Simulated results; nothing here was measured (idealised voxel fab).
Process module, titled voxel transistor to metal
Square cells of 5 nm make up the cross-section cut, whose width is 270 nm.
Format of a cross-section: grid, square cells. Given as bands. Order: top down. Band: one or more rows of cells.
Top height, bottom height, nm. Materials left to right, width each, nm. Single material + "all across" = fills band edge to edge. "empty" = empty.
For the purposes of this specification, 0 denotes the height below which the wafer in its as-received condition is composed wholly of one material, and the lowermost band, lacking a lower limit, extends downward without end, as expressed in "0 and below".
The width entry "30->40" should be interpreted row by row: the top row of cells in the band takes the first number, the bottom row takes the second number, and the change between adjacent rows is uniform throughout.
For the purposes of this document, the phrase "remained the same" attached to a step denotes that no cell within the cross-section was modified by that step.
Listed in "Enclosed voids": every empty space of 8 or more cells without an open way to the top. Form: width x height at distance, the distance being from the left edge, all in nm.
It should be noted that, on the line of a given step, the content following the step's settings is a remark produced by the simulator itself with respect to that step.
If you see "overlay nm" on a step's line and that step has a mask, it's telling you how far right of where it was planned the mask ended up; a negative number means it went left instead.
Quick note on how to read the rest: it's all pairs. You get the cross-section before a process step and the one after, but the after one only goes down as far as the lowest band that changed. The step in between, with its settings, sits under the pair. Heads up, the pairs can come from different runs of this module on the same starting wafer, so don't assume a pair picks up from the one above unless its "Incoming structure" entry says it does.

INCOMING STRUCTURE
- 50 down to 35: Ru all across
- 35 down to 30: TiN all across
- 30 down to 20: SiO2 30 nm  TiN 5 nm  Ru 5 nm  TiN 5 nm  SiO2 55 nm  TiN 5 nm  Ru 5 nm  TiN 5 nm  SiO2 40 nm  TiN 5 nm  Ru 5 nm  TiN 5 nm  SiO2 55 nm  TiN 5 nm  Ru 5 nm  TiN 5 nm  SiO2 30 nm
- 20 down to 10: SiO2 30 nm  TiN 5 nm  Ru 5 nm  TiN 5 nm  SiO2 10 nm  SiN 5 nm  TiN 5 nm  W 15 nm  TiN 5 nm  SiN 5 nm  SiO2 10 nm  TiN 5 nm  Ru 5 nm  TiN 5 nm  SiO2 40 nm  TiN 5 nm  Ru 5 nm  TiN 5 nm  SiO2 10 nm  SiN 5 nm  TiN 5 nm  W 15 nm  TiN 5 nm  SiN 5 nm  SiO2 10 nm  TiN 5 nm  Ru 5 nm  TiN 5 nm  SiO2 30 nm
- 10 down to 5: SiO2 15 nm  SiN 5 nm  SiO2 10 nm  TiN 5 nm  Ru 5 nm  TiN 5 nm  SiO2 10 nm  SiN 5 nm  TiN 5 nm  W 15 nm  TiN 5 nm  SiN 5 nm  SiO2 10 nm  TiN 5 nm  Ru 5 nm  TiN 5 nm  SiO2 10 nm  SiN 5 nm  SiO2 10 nm  SiN 5 nm  SiO2 10 nm  TiN 5 nm  Ru 5 nm  TiN 5 nm  SiO2 10 nm  SiN 5 nm  TiN 5 nm  W 15 nm  TiN 5 nm  SiN 5 nm  SiO2 10 nm  TiN 5 nm  Ru 5 nm  TiN 5 nm  SiO2 10 nm  SiN 5 nm  SiO2 15 nm
- 5 down to 0: SiO2 15 nm  SiN 5 nm  SiO2 10 nm  TiN 5 nm  Ru 5 nm  TiN 5 nm  nSi 10 nm  SiN 5 nm  TiN 5 nm  W 15 nm  TiN 5 nm  SiN 5 nm  nSi 10 nm  TiN 5 nm  Ru 5 nm  TiN 5 nm  SiO2 10 nm  SiN 5 nm  SiO2 10 nm  SiN 5 nm  SiO2 10 nm  TiN 5 nm  Ru 5 nm  TiN 5 nm  nSi 10 nm  SiN 5 nm  TiN 5 nm  W 15 nm  TiN 5 nm  SiN 5 nm  nSi 10 nm  TiN 5 nm  Ru 5 nm  TiN 5 nm  SiO2 10 nm  SiN 5 nm  SiO2 15 nm
- 0 down to -5: SiO2 30 nm  TiN 15 nm  nSi 10 nm  TiN 35 nm  nSi 10 nm  TiN 15 nm  SiO2 40 nm  TiN 15 nm  nSi 10 nm  TiN 35 nm  nSi 10 nm  TiN 15 nm  SiO2 30 nm
- -5 down to -15: SiO2 20 nm  nSi 35 nm  Si 35 nm  nSi 35 nm  SiO2 20 nm  nSi 35 nm  Si 35 nm  nSi 35 nm  SiO2 20 nm
- -15 down to -20: SiO2 20 nm  Si 105 nm  SiO2 20 nm  Si 105 nm  SiO2 20 nm
- -20 and below: Si all across
- Enclosed voids: none

POST-PROCESS SECTION
- 50 down to 35: empty 30 nm  Ru 15 nm  empty 55 nm  Ru 15 nm  empty 40 nm  Ru 15 nm  empty 55 nm  Ru 15 nm  empty 30 nm
- below 35: unchanged
- Enclosed voids: none
Going from the before section above to the after section, the step was MASKED_ETCH, tone cover, mask id METAL_1, width nm 15, etch materials Ru, depth nm 15, overlay nm 0

Incoming structure: For the state before this step, see the after cross-section of the pair located directly above.

POST-PROCESS SECTION
- 50 down to 35: empty 30 nm  Ru 15 nm  empty 55 nm  Ru 15 nm  empty 40 nm  Ru 15 nm  empty 55 nm  Ru 15 nm  empty 30 nm
- 35 down to 30: empty 30 nm  TiN 15 nm  empty 55 nm  TiN 15 nm  empty 40 nm  TiN 15 nm  empty 55 nm  TiN 15 nm  empty 30 nm
- below 30: unchanged
- Enclosed voids: none
Going from the before section above to the after section, the step was MASKED_ETCH, tone cover, mask id METAL_1, width nm 15, etch materials TiN, depth nm 5, overlay nm 0

Incoming structure: For the state before this step, see the after cross-section of the pair located directly above.

POST-PROCESS SECTION
- 55 down to 50: empty 25 nm  SiCN 25 nm  empty 45 nm  SiCN 25 nm  empty 30 nm  SiCN 25 nm  empty 45 nm  SiCN 25 nm  empty 25 nm
- 50 down to 35: empty 25 nm  SiCN 5 nm  Ru 15 nm  SiCN 5 nm  empty 45 nm  SiCN 5 nm  Ru 15 nm  SiCN 5 nm  empty 30 nm  SiCN 5 nm  Ru 15 nm  SiCN 5 nm  empty 45 nm  SiCN 5 nm  Ru 15 nm  SiCN 5 nm  empty 25 nm
- 35 down to 30: SiCN 30 nm  TiN 15 nm  SiCN 55 nm  TiN 15 nm  SiCN 40 nm  TiN 15 nm  SiCN 55 nm  TiN 15 nm  SiCN 30 nm
- below 30: unchanged
- Enclosed voids: none
Going from the before section above to the after section, the step was CONFORMAL_DEP, material SiCN, thk nm 5

Incoming structure: For the state before this step, see the after cross-section of the pair located directly above.

POST-PROCESS SECTION
- 60 down to 55: lowk all across
- 55 down to 50: lowk 25 nm  SiCN 25 nm  lowk 45 nm  SiCN 25 nm  lowk 30 nm  SiCN 25 nm  lowk 45 nm  SiCN 25 nm  lowk 25 nm
- 50 down to 35: lowk 25 nm  SiCN 5 nm  Ru 15 nm  SiCN 5 nm  lowk 45 nm  SiCN 5 nm  Ru 15 nm  SiCN 5 nm  lowk 30 nm  SiCN 5 nm  Ru 15 nm  SiCN 5 nm  lowk 45 nm  SiCN 5 nm  Ru 15 nm  SiCN 5 nm  lowk 25 nm
- below 35: unchanged
- Enclosed voids: none
Going from the before section above to the after section, the step was FILL_DEP, material lowk, thk nm 5

Incoming structure: For the state before this step, see the after cross-section of the pair located directly above.

POST-PROCESS SECTION
- 50 down to 35: lowk 25 nm  SiCN 5 nm  Ru 15 nm  SiCN 5 nm  lowk 45 nm  SiCN 5 nm  Ru 15 nm  SiCN 5 nm  lowk 30 nm  SiCN 5 nm  Ru 15 nm  SiCN 5 nm  lowk 45 nm  SiCN 5 nm  Ru 15 nm  SiCN 5 nm  lowk 25 nm
- below 35: unchanged
- Enclosed voids: none
Going from the before section above to the after section, the step was CMP, height nm 50

Incoming structure: For the state before this step, see the after cross-section of the pair located directly above.

POST-PROCESS SECTION
- 55 down to 50: SiCN all across
- below 50: unchanged
- Enclosed voids: none
Going from the before section above to the after section, the step was CONFORMAL_DEP, material SiCN, thk nm 5

INCOMING STRUCTURE
- 30 down to 20: empty 20 nm  aC 105 nm  empty 20 nm  aC 105 nm  empty 20 nm
- 20 down to 5: empty 20 nm  SiN 105 nm  empty 20 nm  SiN 105 nm  empty 20 nm
- 5 down to 0: empty 20 nm  SiO2 105 nm  empty 20 nm  SiO2 105 nm  empty 20 nm
- 0 down to -20: empty 20 nm  Si 105 nm  empty 20 nm  Si 105 nm  empty 20 nm
- -20 and below: Si all across
- Enclosed voids: none

POST-PROCESS SECTION
- 30 down to 20: empty 20 nm  aC 105 nm  empty 20 nm  aC 105 nm  empty 20 nm
- 20 down to 5: empty 20 nm  SiN 105 nm  empty 20 nm  SiN 105 nm  empty 20 nm
- 5 down to 0: empty 20 nm  SiO2 105 nm  empty 20 nm  SiO2 105 nm  empty 20 nm
- 0 down to -40: empty 20 nm  Si 105 nm  empty 20 nm  Si 105 nm  empty 20 nm
- below -40: unchanged
- Enclosed voids: none
Going from the before section above to the after section, the step was DIRECTIONAL_ETCH, etch materials Si, depth nm 20

Incoming structure: For the state before this step, see the after cross-section of the pair located directly above.

POST-PROCESS SECTION
- 20 down to 5: empty 20 nm  SiN 105 nm  empty 20 nm  SiN 105 nm  empty 20 nm
- below 5: unchanged
- Enclosed voids: none
Going from the before section above to the after section, the step was STRIP, etch materials aC

Incoming structure: For the state before this step, see the after cross-section of the pair located directly above.

POST-PROCESS SECTION
- 30 down to 20: SiO2 all across
- 20 down to 5: SiO2 20 nm  SiN 105 nm  SiO2 20 nm  SiN 105 nm  SiO2 20 nm
- 5 down to 0: SiO2 all across
- 0 down to -40: SiO2 20 nm  Si 105 nm  SiO2 20 nm  Si 105 nm  SiO2 20 nm
- below -40: unchanged
- Enclosed voids: none
Going from the before section above to the after section, the step was FILL_DEP, material SiO2, thk nm 10

Incoming structure: For the state before this step, see the after cross-section of the pair located directly above.

POST-PROCESS SECTION
- 20 down to 5: SiO2 20 nm  SiN 105 nm  SiO2 20 nm  SiN 105 nm  SiO2 20 nm
- below 5: unchanged
- Enclosed voids: none
Going from the before section above to the after section, the step was CMP, height nm 20

Incoming structure: For the state before this step, see the after cross-section of the pair located directly above.

POST-PROCESS SECTION
- 20 down to 15: empty 20 nm  SiN 105 nm  empty 20 nm  SiN 105 nm  empty 20 nm
- below 15: unchanged
- Enclosed voids: none
Going from the before section above to the after section, the step was SELECTIVE_ETCH, etch materials SiO2, depth nm 5

Incoming structure: For the state before this step, see the after cross-section of the pair located directly above.

POST-PROCESS SECTION
- 15 down to 5: SiO2 20 nm  empty 105 nm  SiO2 20 nm  empty 105 nm  SiO2 20 nm
- below 5: unchanged
- Enclosed voids: none
Going from the before section above to the after section, the step was STRIP, etch materials SiN

Incoming structure: For the state before this step, see the after cross-section of the pair located directly above.

POST-PROCESS SECTION
- 10 down to 0: SiO2 15 nm  empty 115 nm  SiO2 10 nm  empty 115 nm  SiO2 15 nm
- below 0: unchanged
- Enclosed voids: none
Going from the before section above to the after section, the step was SELECTIVE_ETCH, etch materials SiO2, depth nm 5

Incoming structure: For the state before this step, see the after cross-section of the pair located directly above.

POST-PROCESS SECTION
- 10 down to 0: SiO2 15 nm  empty 115 nm  SiO2 10 nm  empty 115 nm  SiO2 15 nm
- 0 down to -5: SiO2 all across
- below -5: unchanged
- Enclosed voids: none
Going from the before section above to the after section, the step was OXIDIZE, depth nm 5

Incoming structure: For the state before this step, see the after cross-section of the pair located directly above.

POST-PROCESS SECTION
- 35 down to 25: polySi 15 nm  empty 115 nm  polySi 10 nm  empty 115 nm  polySi 15 nm
- 25 down to 10: polySi all across
- 10 down to 0: SiO2 15 nm  polySi 115 nm  SiO2 10 nm  polySi 115 nm  SiO2 15 nm
- below 0: unchanged
- Enclosed voids: none
Going from the before section above to the after section, the step was DIRECTIONAL_DEP, material polySi, thk nm 25

Incoming structure: For the state before this step, see the after cross-section of the pair located directly above.

POST-PROCESS SECTION
- 50 down to 40: SiCN 15 nm  empty 115 nm  SiCN 10 nm  empty 115 nm  SiCN 15 nm
- 40 down to 35: SiCN all across
- 35 down to 25: polySi 15 nm  SiCN 115 nm  polySi 10 nm  SiCN 115 nm  polySi 15 nm
- below 25: unchanged
- Enclosed voids: none
Going from the before section above to the after section, the step was DIRECTIONAL_DEP, material SiCN, thk nm 15

Incoming structure: For the state before this step, see the after cross-section of the pair located directly above.

POST-PROCESS SECTION
- 40 down to 35: empty 60 nm  SiCN 25 nm  empty 100 nm  SiCN 25 nm  empty 60 nm
- 35 down to 25: polySi 15 nm  empty 45 nm  SiCN 25 nm  empty 45 nm  polySi 10 nm  empty 45 nm  SiCN 25 nm  empty 45 nm  polySi 15 nm
- below 25: unchanged
- Enclosed voids: none
Going from the before section above to the after section, the step was MASKED_ETCH, tone cover, mask id GATE, width nm 25, pitch nm 125, etch materials SiCN, depth nm 25, overlay nm 0

Incoming structure: For the state before this step, see the after cross-section of the pair located directly above.

POST-PROCESS SECTION
- 40 down to 25: empty 60 nm  SiCN 25 nm  empty 100 nm  SiCN 25 nm  empty 60 nm
- 25 down to 10: empty 60 nm  polySi 25 nm  empty 100 nm  polySi 25 nm  empty 60 nm
- 10 down to 0: SiO2 15 nm  empty 45 nm  polySi 25 nm  empty 45 nm  SiO2 10 nm  empty 45 nm  polySi 25 nm  empty 45 nm  SiO2 15 nm
- below 0: unchanged
- Enclosed voids: none
Going from the before section above to the after section, the step was MASKED_ETCH, tone cover, mask id GATE, width nm 25, pitch nm 125, etch materials polySi, depth nm 35, overlay nm 0

Incoming structure: For the state before this step, see the after cross-section of the pair located directly above.

POST-PROCESS SECTION
- 45 down to 40: empty 55 nm  SiN 35 nm  empty 90 nm  SiN 35 nm  empty 55 nm
- 40 down to 25: empty 55 nm  SiN 5 nm  SiCN 25 nm  SiN 5 nm  empty 90 nm  SiN 5 nm  SiCN 25 nm  SiN 5 nm  empty 55 nm
- 25 down to 15: empty 55 nm  SiN 5 nm  polySi 25 nm  SiN 5 nm  empty 90 nm  SiN 5 nm  polySi 25 nm  SiN 5 nm  empty 55 nm
- 15 down to 10: SiN 20 nm  empty 35 nm  SiN 5 nm  polySi 25 nm  SiN 5 nm  empty 35 nm  SiN 20 nm  empty 35 nm  SiN 5 nm  polySi 25 nm  SiN 5 nm  empty 35 nm  SiN 20 nm
- 10 down to 5: SiO2 15 nm  SiN 5 nm  empty 35 nm  SiN 5 nm  polySi 25 nm  SiN 5 nm  empty 35 nm  SiN 5 nm  SiO2 10 nm  SiN 5 nm  empty 35 nm  SiN 5 nm  polySi 25 nm  SiN 5 nm  empty 35 nm  SiN 5 nm  SiO2 15 nm
- 5 down to 0: SiO2 15 nm  SiN 45 nm  polySi 25 nm  SiN 45 nm  SiO2 10 nm  SiN 45 nm  polySi 25 nm  SiN 45 nm  SiO2 15 nm
- below 0: unchanged
- Enclosed voids: none
Going from the before section above to the after section, the step was CONFORMAL_DEP, material SiN, thk nm 5

Incoming structure: For the state before this step, see the after cross-section of the pair located directly above.

POST-PROCESS SECTION
- 40 down to 25: empty 55 nm  SiN 5 nm  SiCN 25 nm  SiN 5 nm  empty 90 nm  SiN 5 nm  SiCN 25 nm  SiN 5 nm  empty 55 nm
- 25 down to 10: empty 55 nm  SiN 5 nm  polySi 25 nm  SiN 5 nm  empty 90 nm  SiN 5 nm  polySi 25 nm  SiN 5 nm  empty 55 nm
- 10 down to 0: SiO2 15 nm  SiN 5 nm  empty 35 nm  SiN 5 nm  polySi 25 nm  SiN 5 nm  empty 35 nm  SiN 5 nm  SiO2 10 nm  SiN 5 nm  empty 35 nm  SiN 5 nm  polySi 25 nm  SiN 5 nm  empty 35 nm  SiN 5 nm  SiO2 15 nm
- below 0: unchanged
- Enclosed voids: none
Going from the before section above to the after section, the step was DIRECTIONAL_ETCH, etch materials SiN, depth nm 5

Incoming structure: For the state before this step, see the after cross-section of the pair located directly above.

POST-PROCESS SECTION
- 40 down to 25: empty 55 nm  SiN 5 nm  SiCN 25 nm  SiN 5 nm  empty 90 nm  SiN 5 nm  SiCN 25 nm  SiN 5 nm  empty 55 nm
- 25 down to 10: empty 55 nm  SiN 5 nm  polySi 25 nm  SiN 5 nm  empty 90 nm  SiN 5 nm  polySi 25 nm  SiN 5 nm  empty 55 nm
- 10 down to 5: empty 15 nm  SiN 5 nm  empty 35 nm  SiN 5 nm  polySi 25 nm  SiN 5 nm  empty 35 nm  SiN 5 nm  empty 10 nm  SiN 5 nm  empty 35 nm  SiN 5 nm  polySi 25 nm  SiN 5 nm  empty 35 nm  SiN 5 nm  empty 15 nm
- 5 down to 0: SiO2 15 nm  SiN 5 nm  empty 35 nm  SiN 5 nm  polySi 25 nm  SiN 5 nm  empty 35 nm  SiN 5 nm  SiO2 10 nm  SiN 5 nm  empty 35 nm  SiN 5 nm  polySi 25 nm  SiN 5 nm  empty 35 nm  SiN 5 nm  SiO2 15 nm
- 0 down to -5: SiO2 20 nm  empty 35 nm  SiO2 35 nm  empty 35 nm  SiO2 20 nm  empty 35 nm  SiO2 35 nm  empty 35 nm  SiO2 20 nm
- below -5: unchanged
- Enclosed voids: none
Going from the before section above to the after section, the step was DIRECTIONAL_ETCH, etch materials SiO2, depth nm 5

Incoming structure: For the state before this step, see the after cross-section of the pair located directly above.

POST-PROCESS SECTION
- 40 down to 25: empty 55 nm  SiN 5 nm  SiCN 25 nm  SiN 5 nm  empty 90 nm  SiN 5 nm  SiCN 25 nm  SiN 5 nm  empty 55 nm
- 25 down to 10: empty 55 nm  SiN 5 nm  polySi 25 nm  SiN 5 nm  empty 90 nm  SiN 5 nm  polySi 25 nm  SiN 5 nm  empty 55 nm
- 10 down to 5: empty 15 nm  SiN 5 nm  empty 35 nm  SiN 5 nm  polySi 25 nm  SiN 5 nm  empty 35 nm  SiN 5 nm  empty 10 nm  SiN 5 nm  empty 35 nm  SiN 5 nm  polySi 25 nm  SiN 5 nm  empty 35 nm  SiN 5 nm  empty 15 nm
- 5 down to 0: SiO2 15 nm  SiN 5 nm  empty 35 nm  SiN 5 nm  polySi 25 nm  SiN 5 nm  empty 35 nm  SiN 5 nm  SiO2 10 nm  SiN 5 nm  empty 35 nm  SiN 5 nm  polySi 25 nm  SiN 5 nm  empty 35 nm  SiN 5 nm  SiO2 15 nm
- 0 down to -5: SiO2 20 nm  empty 35 nm  SiO2 35 nm  empty 35 nm  SiO2 20 nm  empty 35 nm  SiO2 35 nm  empty 35 nm  SiO2 20 nm
- -5 down to -15: SiO2 20 nm  empty 35 nm  Si 35 nm  empty 35 nm  SiO2 20 nm  empty 35 nm  Si 35 nm  empty 35 nm  SiO2 20 nm
- below -15: unchanged
- Enclosed voids: none
Going from the before section above to the after section, the step was DIRECTIONAL_ETCH, etch materials Si, depth nm 10

Incoming structure: For the state before this step, see the after cross-section of the pair located directly above.

POST-PROCESS SECTION
- 40 down to 25: empty 55 nm  SiN 5 nm  SiCN 25 nm  SiN 5 nm  empty 90 nm  SiN 5 nm  SiCN 25 nm  SiN 5 nm  empty 55 nm
- 25 down to 10: empty 55 nm  SiN 5 nm  polySi 25 nm  SiN 5 nm  empty 90 nm  SiN 5 nm  polySi 25 nm  SiN 5 nm  empty 55 nm
- 10 down to 5: empty 15 nm  SiN 5 nm  empty 35 nm  SiN 5 nm  polySi 25 nm  SiN 5 nm  empty 35 nm  SiN 5 nm  empty 10 nm  SiN 5 nm  empty 35 nm  SiN 5 nm  polySi 25 nm  SiN 5 nm  empty 35 nm  SiN 5 nm  empty 15 nm
- 5 down to 0: SiO2 15 nm  SiN 5 nm  empty 25 nm  nSi 10 nm  SiN 5 nm  polySi 25 nm  SiN 5 nm  nSi 10 nm  empty 25 nm  SiN 5 nm  SiO2 10 nm  SiN 5 nm  empty 25 nm  nSi 10 nm  SiN 5 nm  polySi 25 nm  SiN 5 nm  nSi 10 nm  empty 25 nm  SiN 5 nm  SiO2 15 nm
- 0 down to -5: SiO2 20 nm  empty 25 nm  nSi 10 nm  SiO2 35 nm  nSi 10 nm  empty 25 nm  SiO2 20 nm  empty 25 nm  nSi 10 nm  SiO2 35 nm  nSi 10 nm  empty 25 nm  SiO2 20 nm
- -5 down to -15: SiO2 20 nm  nSi 35 nm  Si 35 nm  nSi 35 nm  SiO2 20 nm  nSi 35 nm  Si 35 nm  nSi 35 nm  SiO2 20 nm
- below -15: unchanged
- Enclosed voids: none
Going from the before section above to the after section, the step was EPI, material nSi, thk nm 10

Incoming structure: For the state before this step, see the after cross-section of the pair located directly above.

POST-PROCESS SECTION
- 45 down to 40: SiO2 all across
- 40 down to 25: SiO2 55 nm  SiN 5 nm  SiCN 25 nm  SiN 5 nm  SiO2 90 nm  SiN 5 nm  SiCN 25 nm  SiN 5 nm  SiO2 55 nm
- 25 down to 10: SiO2 55 nm  SiN 5 nm  polySi 25 nm  SiN 5 nm  SiO2 90 nm  SiN 5 nm  polySi 25 nm  SiN 5 nm  SiO2 55 nm
- 10 down to 5: SiO2 15 nm  SiN 5 nm  SiO2 35 nm  SiN 5 nm  polySi 25 nm  SiN 5 nm  SiO2 35 nm  SiN 5 nm  SiO2 10 nm  SiN 5 nm  SiO2 35 nm  SiN 5 nm  polySi 25 nm  SiN 5 nm  SiO2 35 nm  SiN 5 nm  SiO2 15 nm
- 5 down to 0: SiO2 15 nm  SiN 5 nm  SiO2 25 nm  nSi 10 nm  SiN 5 nm  polySi 25 nm  SiN 5 nm  nSi 10 nm  SiO2 25 nm  SiN 5 nm  SiO2 10 nm  SiN 5 nm  SiO2 25 nm  nSi 10 nm  SiN 5 nm  polySi 25 nm  SiN 5 nm  nSi 10 nm  SiO2 25 nm  SiN 5 nm  SiO2 15 nm
- 0 down to -5: SiO2 45 nm  nSi 10 nm  SiO2 35 nm  nSi 10 nm  SiO2 70 nm  nSi 10 nm  SiO2 35 nm  nSi 10 nm  SiO2 45 nm
- below -5: unchanged
- Enclosed voids: none
Going from the before section above to the after section, the step was FILL_DEP, material SiO2, thk nm 5

Incoming structure: For the state before this step, see the after cross-section of the pair located directly above.

POST-PROCESS SECTION
- 25 down to 10: SiO2 55 nm  SiN 5 nm  polySi 25 nm  SiN 5 nm  SiO2 90 nm  SiN 5 nm  polySi 25 nm  SiN 5 nm  SiO2 55 nm
- below 10: unchanged
- Enclosed voids: none
Going from the before section above to the after section, the step was CMP, height nm 25

Incoming structure: For the state before this step, see the after cross-section of the pair located directly above.

POST-PROCESS SECTION
- 25 down to 10: SiO2 55 nm  SiN 5 nm  empty 25 nm  SiN 5 nm  SiO2 90 nm  SiN 5 nm  empty 25 nm  SiN 5 nm  SiO2 55 nm
- 10 down to 5: SiO2 15 nm  SiN 5 nm  SiO2 35 nm  SiN 5 nm  empty 25 nm  SiN 5 nm  SiO2 35 nm  SiN 5 nm  SiO2 10 nm  SiN 5 nm  SiO2 35 nm  SiN 5 nm  empty 25 nm  SiN 5 nm  SiO2 35 nm  SiN 5 nm  SiO2 15 nm
- 5 down to 0: SiO2 15 nm  SiN 5 nm  SiO2 25 nm  nSi 10 nm  SiN 5 nm  empty 25 nm  SiN 5 nm  nSi 10 nm  SiO2 25 nm  SiN 5 nm  SiO2 10 nm  SiN 5 nm  SiO2 25 nm  nSi 10 nm  SiN 5 nm  empty 25 nm  SiN 5 nm  nSi 10 nm  SiO2 25 nm  SiN 5 nm  SiO2 15 nm
- below 0: unchanged
- Enclosed voids: none
Going from the before section above to the after section, the step was STRIP, etch materials polySi

Incoming structure: For the state before this step, see the after cross-section of the pair located directly above.

POST-PROCESS SECTION
- 25 down to 20: empty 55 nm  SiN 5 nm  empty 25 nm  SiN 5 nm  empty 90 nm  SiN 5 nm  empty 25 nm  SiN 5 nm  empty 55 nm
- 20 down to 10: SiO2 55 nm  SiN 5 nm  empty 25 nm  SiN 5 nm  SiO2 90 nm  SiN 5 nm  empty 25 nm  SiN 5 nm  SiO2 55 nm
- 10 down to 5: SiO2 15 nm  SiN 5 nm  SiO2 35 nm  SiN 5 nm  empty 25 nm  SiN 5 nm  SiO2 35 nm  SiN 5 nm  SiO2 10 nm  SiN 5 nm  SiO2 35 nm  SiN 5 nm  empty 25 nm  SiN 5 nm  SiO2 35 nm  SiN 5 nm  SiO2 15 nm
- 5 down to 0: SiO2 15 nm  SiN 5 nm  SiO2 25 nm  nSi 10 nm  SiN 5 nm  empty 25 nm  SiN 5 nm  nSi 10 nm  SiO2 25 nm  SiN 5 nm  SiO2 10 nm  SiN 5 nm  SiO2 25 nm  nSi 10 nm  SiN 5 nm  empty 25 nm  SiN 5 nm  nSi 10 nm  SiO2 25 nm  SiN 5 nm  SiO2 15 nm
- 0 down to -5: SiO2 45 nm  nSi 10 nm  empty 35 nm  nSi 10 nm  SiO2 70 nm  nSi 10 nm  empty 35 nm  nSi 10 nm  SiO2 45 nm
- below -5: unchanged
- Enclosed voids: none
Going from the before section above to the after section, the step was SELECTIVE_ETCH, etch materials SiO2, depth nm 5

Incoming structure: For the state before this step, see the after cross-section of the pair located directly above.

POST-PROCESS SECTION
- 30 down to 25: empty 50 nm  HfO2 15 nm  empty 15 nm  HfO2 15 nm  empty 80 nm  HfO2 15 nm  empty 15 nm  HfO2 15 nm  empty 50 nm
- 25 down to 20: HfO2 55 nm  SiN 5 nm  HfO2 5 nm  empty 15 nm  HfO2 5 nm  SiN 5 nm  HfO2 90 nm  SiN 5 nm  HfO2 5 nm  empty 15 nm  HfO2 5 nm  SiN 5 nm  HfO2 55 nm
- 20 down to 10: SiO2 55 nm  SiN 5 nm  HfO2 5 nm  empty 15 nm  HfO2 5 nm  SiN 5 nm  SiO2 90 nm  SiN 5 nm  HfO2 5 nm  empty 15 nm  HfO2 5 nm  SiN 5 nm  SiO2 55 nm
- 10 down to 5: SiO2 15 nm  SiN 5 nm  SiO2 35 nm  SiN 5 nm  HfO2 5 nm  empty 15 nm  HfO2 5 nm  SiN 5 nm  SiO2 35 nm  SiN 5 nm  SiO2 10 nm  SiN 5 nm  SiO2 35 nm  SiN 5 nm  HfO2 5 nm  empty 15 nm  HfO2 5 nm  SiN 5 nm  SiO2 35 nm  SiN 5 nm  SiO2 15 nm
- 5 down to 0: SiO2 15 nm  SiN 5 nm  SiO2 25 nm  nSi 10 nm  SiN 5 nm  HfO2 5 nm  empty 15 nm  HfO2 5 nm  SiN 5 nm  nSi 10 nm  SiO2 25 nm  SiN 5 nm  SiO2 10 nm  SiN 5 nm  SiO2 25 nm  nSi 10 nm  SiN 5 nm  HfO2 5 nm  empty 15 nm  HfO2 5 nm  SiN 5 nm  nSi 10 nm  SiO2 25 nm  SiN 5 nm  SiO2 15 nm
- 0 down to -5: SiO2 45 nm  nSi 10 nm  HfO2 35 nm  nSi 10 nm  SiO2 70 nm  nSi 10 nm  HfO2 35 nm  nSi 10 nm  SiO2 45 nm
- below -5: unchanged
- Enclosed voids: none
Going from the before section above to the after section, the step was CONFORMAL_DEP, material HfO2, thk nm 5

Incoming structure: For the state before this step, see the after cross-section of the pair located directly above.

POST-PROCESS SECTION
- 35 down to 30: empty 45 nm  TiN 25 nm  empty 5 nm  TiN 25 nm  empty 70 nm  TiN 25 nm  empty 5 nm  TiN 25 nm  empty 45 nm
- 30 down to 25: TiN 50 nm  HfO2 15 nm  TiN 5 nm  empty 5 nm  TiN 5 nm  HfO2 15 nm  TiN 80 nm  HfO2 15 nm  TiN 5 nm  empty 5 nm  TiN 5 nm  HfO2 15 nm  TiN 50 nm
- 25 down to 20: HfO2 55 nm  SiN 5 nm  HfO2 5 nm  TiN 5 nm  empty 5 nm  TiN 5 nm  HfO2 5 nm  SiN 5 nm  HfO2 90 nm  SiN 5 nm  HfO2 5 nm  TiN 5 nm  empty 5 nm  TiN 5 nm  HfO2 5 nm  SiN 5 nm  HfO2 55 nm
- 20 down to 10: SiO2 55 nm  SiN 5 nm  HfO2 5 nm  TiN 5 nm  empty 5 nm  TiN 5 nm  HfO2 5 nm  SiN 5 nm  SiO2 90 nm  SiN 5 nm  HfO2 5 nm  TiN 5 nm  empty 5 nm  TiN 5 nm  HfO2 5 nm  SiN 5 nm  SiO2 55 nm
- 10 down to 5: SiO2 15 nm  SiN 5 nm  SiO2 35 nm  SiN 5 nm  HfO2 5 nm  TiN 5 nm  empty 5 nm  TiN 5 nm  HfO2 5 nm  SiN 5 nm  SiO2 35 nm  SiN 5 nm  SiO2 10 nm  SiN 5 nm  SiO2 35 nm  SiN 5 nm  HfO2 5 nm  TiN 5 nm  empty 5 nm  TiN 5 nm  HfO2 5 nm  SiN 5 nm  SiO2 35 nm  SiN 5 nm  SiO2 15 nm
- 5 down to 0: SiO2 15 nm  SiN 5 nm  SiO2 25 nm  nSi 10 nm  SiN 5 nm  HfO2 5 nm  TiN 15 nm  HfO2 5 nm  SiN 5 nm  nSi 10 nm  SiO2 25 nm  SiN 5 nm  SiO2 10 nm  SiN 5 nm  SiO2 25 nm  nSi 10 nm  SiN 5 nm  HfO2 5 nm  TiN 15 nm  HfO2 5 nm  SiN 5 nm  nSi 10 nm  SiO2 25 nm  SiN 5 nm  SiO2 15 nm
- below 0: unchanged
- Enclosed voids: none
Going from the before section above to the after section, the step was CONFORMAL_DEP, material TiN, thk nm 5
